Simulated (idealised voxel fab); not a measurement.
process module | voxel capacitor over wiring
cross-section cut | 270 nm wide | cells 5 nm
A cross-section is a grid of square cells, given in bands from the top down. A band is one or more rows of cells.
Each band's line starts with the height of the band's top and of its bottom, in nm. Then come its materials from left to right, each with its width in nm. One material with "throughout" fills the band from edge to edge. "air" is empty space.
Height 0 is the level under which the wafer as received is all one material. The lowest band goes on downwards, as in "0 down".
A width such as "30 to 40" changes by the same amount from each row of cells to the next, from the band's top row to its bottom row.
"no change" after a step means that no cell of the cross-section changed.
closed voids: empty space of 8 cells or more with no open way to the top, each as width x height at its distance from the left edge, in nm
after a step's settings: what the simulator itself notes on the step
overlay nm, on a step with a mask: how far to the right of its planned place the mask lay; to the left if negative
plan
1 op RECEIVE | material Si
2 op CONFORMAL_DEP | material SiO2 | thk nm 15
3 op DIRECTIONAL_DEP | material TiN | thk nm 5
4 op DIRECTIONAL_DEP | material Ru | thk nm 25
5 op DIRECTIONAL_DEP | material aC | thk nm 15
6 op PATTERN | tone cover | mask id METAL_1 | material resist | width nm 20 | pitch nm 85 | thk nm 35 | overlay nm 0
7 op DIRECTIONAL_ETCH | etch materials aC | depth nm 15
8 op STRIP | etch materials resist
9 op DIRECTIONAL_ETCH | etch materials Ru | depth nm 25
10 op DIRECTIONAL_ETCH | etch materials TiN | depth nm 5
11 op STRIP | etch materials aC
12 op CONFORMAL_DEP | material SiCN | thk nm 5
13 op FILL_DEP | material lowk | thk nm 5
14 op CMP | height nm 45
15 op CONFORMAL_DEP | material SiCN | thk nm 5
16 op DIRECTIONAL_DEP | material SiO2 | thk nm 15
17 op DIRECTIONAL_DEP | material aC | thk nm 10
18 op PATTERN | tone open | mask id PLUG_1 | material resist | width nm 15 | thk nm 25 | overlay nm 0
19 op DIRECTIONAL_ETCH | etch materials aC | depth nm 10
20 op STRIP | etch materials resist
21 op DIRECTIONAL_ETCH | etch materials SiO2 | depth nm 15
22 op DIRECTIONAL_ETCH | etch materials SiCN | depth nm 5
23 op STRIP | etch materials aC
24 op CONFORMAL_DEP | material TiN | thk nm 5
25 op FILL_DEP | material Ru | thk nm 10
26 op CMP | height nm 65
27 op DIRECTIONAL_DEP | material TiN | thk nm 5
28 op DIRECTIONAL_DEP | material SiN | thk nm 5
29 op DIRECTIONAL_DEP | material TiN | thk nm 5
30 op MASKED_ETCH | tone cover | mask id UPPER_PLATE | width nm 70 | etch materials TiN | depth nm 5 | overlay nm 0
31 op MASKED_ETCH | tone cover | mask id UPPER_PLATE | width nm 70 | etch materials SiN | depth nm 5 | overlay nm 0
32 op PATTERN | tone cover | mask id LOWER_PLATE | material resist | width nm 80 | thk nm 15 | overlay nm 0
33 op DIRECTIONAL_ETCH | etch materials TiN | depth nm 5
34 op STRIP | etch materials resist
35 op FILL_DEP | material SiO2 | thk nm 20
36 op CMP | height nm 95
37 op MASKED_ETCH | tone open | mask id PLUG_2 | width nm 15 | etch materials SiO2 | depth nm 15 | overlay nm 0
38 op CONFORMAL_DEP | material TiN | thk nm 5
39 op FILL_DEP | material Ru | thk nm 5
40 op CMP | height nm 95
41 op CONFORMAL_DEP | material SiN | thk nm 5
first wafer, as planned
as received, after step 1
  0 down: Si throughout
  closed voids: none
after step 2
  15 to 0: SiO2 throughout
  below 0: unchanged
after step 3
  20 to 15: TiN throughout
  below 15: unchanged
after step 4
  45 to 20: Ru throughout
  below 20: unchanged
after step 5
  60 to 45: aC throughout
  below 45: unchanged
after step 6
  95 to 60: air 80 | resist 20 | air 65 | resist 20 | air 85
  below 60: unchanged
after step 7
  80 to 60: air 80 | resist 20 | air 65 | resist 20 | air 85
  60 to 45: air 80 | aC 20 | air 65 | aC 20 | air 85
  below 45: unchanged
after step 8
  60 to 45: air 80 | aC 20 | air 65 | aC 20 | air 85
  below 45: unchanged
after step 9
  60 to 45: air 80 | aC 20 | air 65 | aC 20 | air 85
  45 to 20: air 80 | Ru 20 | air 65 | Ru 20 | air 85
  below 20: unchanged
after step 10
  60 to 45: air 80 | aC 20 | air 65 | aC 20 | air 85
  45 to 20: air 80 | Ru 20 | air 65 | Ru 20 | air 85
  20 to 15: air 80 | TiN 20 | air 65 | TiN 20 | air 85
  below 15: unchanged
after step 11
  45 to 20: air 80 | Ru 20 | air 65 | Ru 20 | air 85
  below 20: unchanged
after step 12
  50 to 45: air 75 | SiCN 30 | air 55 | SiCN 30 | air 80
  45 to 20: air 75 | SiCN 5 | Ru 20 | SiCN 5 | air 55 | SiCN 5 | Ru 20 | SiCN 5 | air 80
  20 to 15: SiCN 80 | TiN 20 | SiCN 65 | TiN 20 | SiCN 85
  below 15: unchanged
after step 13
  55 to 50: lowk throughout
  50 to 45: lowk 75 | SiCN 30 | lowk 55 | SiCN 30 | lowk 80
  45 to 20: lowk 75 | SiCN 5 | Ru 20 | SiCN 5 | lowk 55 | SiCN 5 | Ru 20 | SiCN 5 | lowk 80
  below 20: unchanged
after step 14
  45 to 20: lowk 75 | SiCN 5 | Ru 20 | SiCN 5 | lowk 55 | SiCN 5 | Ru 20 | SiCN 5 | lowk 80
  below 20: unchanged
after step 15
  50 to 45: SiCN throughout
  below 45: unchanged
after step 16
  65 to 50: SiO2 throughout
  below 50: unchanged
after step 17
  75 to 65: aC throughout
  below 65: unchanged
after step 18
  100 to 75: resist 85 | air 15 | resist 170
  below 75: unchanged
after step 19
  90 to 75: resist 85 | air 15 | resist 170
  75 to 65: aC 85 | air 15 | aC 170
  below 65: unchanged
after step 20
  75 to 65: aC 85 | air 15 | aC 170
  below 65: unchanged
after step 21
  75 to 65: aC 85 | air 15 | aC 170
  65 to 50: SiO2 85 | air 15 | SiO2 170
  below 50: unchanged
after step 22
  75 to 65: aC 85 | air 15 | aC 170
  65 to 50: SiO2 85 | air 15 | SiO2 170
  50 to 45: SiCN 85 | air 15 | SiCN 170
  below 45: unchanged
after step 23
  65 to 50: SiO2 85 | air 15 | SiO2 170
  below 50: unchanged
after step 24
  70 to 65: TiN 90 | air 5 | TiN 175
  65 to 50: SiO2 85 | TiN 5 | air 5 | TiN 5 | SiO2 170
  50 to 45: SiCN 85 | TiN 15 | SiCN 170
  below 45: unchanged
after step 25
  80 to 70: Ru throughout
  70 to 65: TiN 90 | Ru 5 | TiN 175
  65 to 50: SiO2 85 | TiN 5 | Ru 5 | TiN 5 | SiO2 170
  below 50: unchanged
after step 26
  65 to 50: SiO2 85 | TiN 5 | Ru 5 | TiN 5 | SiO2 170
  below 50: unchanged
after step 27
  70 to 65: TiN throughout
  below 65: unchanged
after step 28
  75 to 70: SiN throughout
  below 70: unchanged
after step 29
  80 to 75: TiN throughout
  below 75: unchanged
after step 30
  80 to 75: air 85 | TiN 70 | air 115
  below 75: unchanged
after step 31
  80 to 75: air 85 | TiN 70 | air 115
  75 to 70: air 85 | SiN 70 | air 115
  below 70: unchanged
after step 32
  95 to 80: air 80 | resist 80 | air 110
  80 to 75: air 80 | resist 5 | TiN 70 | resist 5 | air 110
  75 to 70: air 80 | resist 5 | SiN 70 | resist 5 | air 110
  below 70: unchanged
after step 33
  95 to 80: air 80 | resist 80 | air 110
  80 to 75: air 80 | resist 5 | TiN 70 | resist 5 | air 110
  75 to 70: air 80 | resist 5 | SiN 70 | resist 5 | air 110
  70 to 65: air 80 | TiN 80 | air 110
  below 65: unchanged
after step 34
  80 to 75: air 85 | TiN 70 | air 115
  75 to 70: air 85 | SiN 70 | air 115
  below 70: unchanged
after step 35
  100 to 80: SiO2 throughout
  80 to 75: SiO2 85 | TiN 70 | SiO2 115
  75 to 70: SiO2 85 | SiN 70 | SiO2 115
  70 to 65: SiO2 80 | TiN 80 | SiO2 110
  below 65: unchanged
after step 36
  95 to 80: SiO2 throughout
  below 80: unchanged
after step 37
  95 to 80: SiO2 95 | air 15 | SiO2 160
  below 80: unchanged
after step 38
  100 to 95: TiN 100 | air 5 | TiN 165
  95 to 85: SiO2 95 | TiN 5 | air 5 | TiN 5 | SiO2 160
  85 to 75: SiO2 95 to 85 | TiN 15 to 70 | SiO2 160 to 115
  below 75: unchanged
after step 39
  105 to 100: Ru throughout
  100 to 95: TiN 100 | Ru 5 | TiN 165
  95 to 85: SiO2 95 | TiN 5 | Ru 5 | TiN 5 | SiO2 160
  below 85: unchanged
after step 40
  95 to 85: SiO2 95 | TiN 5 | Ru 5 | TiN 5 | SiO2 160
  below 85: unchanged
after step 41
  100 to 95: SiN throughout
  below 95: unchanged
second wafer: like start, like plan, one mistake. Through step 17 it matches the first wafer
when step 18 should have ended
  100 to 75: air 85 | resist 15 | air 170
  below 75: unchanged
when step 19 should have ended
  90 to 75: air 85 | resist 15 | air 170
  75 to 65: air 85 | aC 15 | air 170
  below 65: unchanged
when step 20 should have ended
  75 to 65: air 85 | aC 15 | air 170
  below 65: unchanged
when step 21 should have ended
  75 to 65: air 85 | aC 15 | air 170
  65 to 50: air 85 | SiO2 15 | air 170
  below 50: unchanged
when step 22 should have ended
  75 to 65: air 85 | aC 15 | air 170
  65 to 50: air 85 | SiO2 15 | air 170
  50 to 45: air 85 | SiCN 15 | air 170
  below 45: unchanged
when step 23 should have ended
  65 to 50: air 85 | SiO2 15 | air 170
  below 50: unchanged
when step 24 should have ended
  70 to 65: air 80 | TiN 25 | air 165
  65 to 50: air 80 | TiN 5 | SiO2 15 | TiN 5 | air 165
  50 to 45: TiN 85 | SiCN 15 | TiN 170
  below 45: unchanged
when step 25 should have ended
  80 to 70: Ru throughout
  70 to 65: Ru 80 | TiN 25 | Ru 165
  65 to 50: Ru 80 | TiN 5 | SiO2 15 | TiN 5 | Ru 165
  below 50: unchanged
when step 26 should have ended
  65 to 50: Ru 80 | TiN 5 | SiO2 15 | TiN 5 | Ru 165
  below 50: unchanged
when step 27 should have ended
  70 to 65: TiN throughout
  below 65: unchanged
when step 28 should have ended
  75 to 70: SiN throughout
  below 70: unchanged
when step 29 should have ended
  80 to 75: TiN throughout
  below 75: unchanged
when step 30 should have ended
  80 to 75: air 85 | TiN 70 | air 115
  below 75: unchanged
when step 31 should have ended
  80 to 75: air 85 | TiN 70 | air 115
  75 to 70: air 85 | SiN 70 | air 115
  below 70: unchanged
when step 32 should have ended
  95 to 80: air 80 | resist 80 | air 110
  80 to 75: air 80 | resist 5 | TiN 70 | resist 5 | air 110
  75 to 70: air 80 | resist 5 | SiN 70 | resist 5 | air 110
  below 70: unchanged
when step 33 should have ended
  95 to 80: air 80 | resist 80 | air 110
  80 to 75: air 80 | resist 5 | TiN 70 | resist 5 | air 110
  75 to 70: air 80 | resist 5 | SiN 70 | resist 5 | air 110
  70 to 65: air 80 | TiN 80 | air 110
  below 65: unchanged
when step 34 should have ended
  80 to 75: air 85 | TiN 70 | air 115
  75 to 70: air 85 | SiN 70 | air 115
  below 70: unchanged
when step 35 should have ended
  100 to 80: SiO2 throughout
  80 to 75: SiO2 85 | TiN 70 | SiO2 115
  75 to 70: SiO2 85 | SiN 70 | SiO2 115
  70 to 65: SiO2 80 | TiN 80 | SiO2 110
  below 65: unchanged
when step 36 should have ended
  95 to 80: SiO2 throughout
  below 80: unchanged
when step 37 should have ended
  95 to 80: SiO2 95 | air 15 | SiO2 160
  below 80: unchanged
when step 38 should have ended
  100 to 95: TiN 100 | air 5 | TiN 165
  95 to 85: SiO2 95 | TiN 5 | air 5 | TiN 5 | SiO2 160
  85 to 75: SiO2 95 to 85 | TiN 15 to 70 | SiO2 160 to 115
  below 75: unchanged
when step 39 should have ended
  105 to 100: Ru throughout
  100 to 95: TiN 100 | Ru 5 | TiN 165
  95 to 85: SiO2 95 | TiN 5 | Ru 5 | TiN 5 | SiO2 160
  below 85: unchanged
when step 40 should have ended
  95 to 85: SiO2 95 | TiN 5 | Ru 5 | TiN 5 | SiO2 160
  below 85: unchanged
when step 41 should have ended
  100 to 95: SiN throughout
  below 95: unchanged
what went wrong: step 18 ran as: op PATTERN | tone cover | mask id PLUG_1 | material resist | width nm 15 | thk nm 25 | overlay nm 0
at the end the second wafer has, in cells: 144 more of Ru | 48 fewer of SiCN | 144 fewer of SiO2 | 48 more of TiN
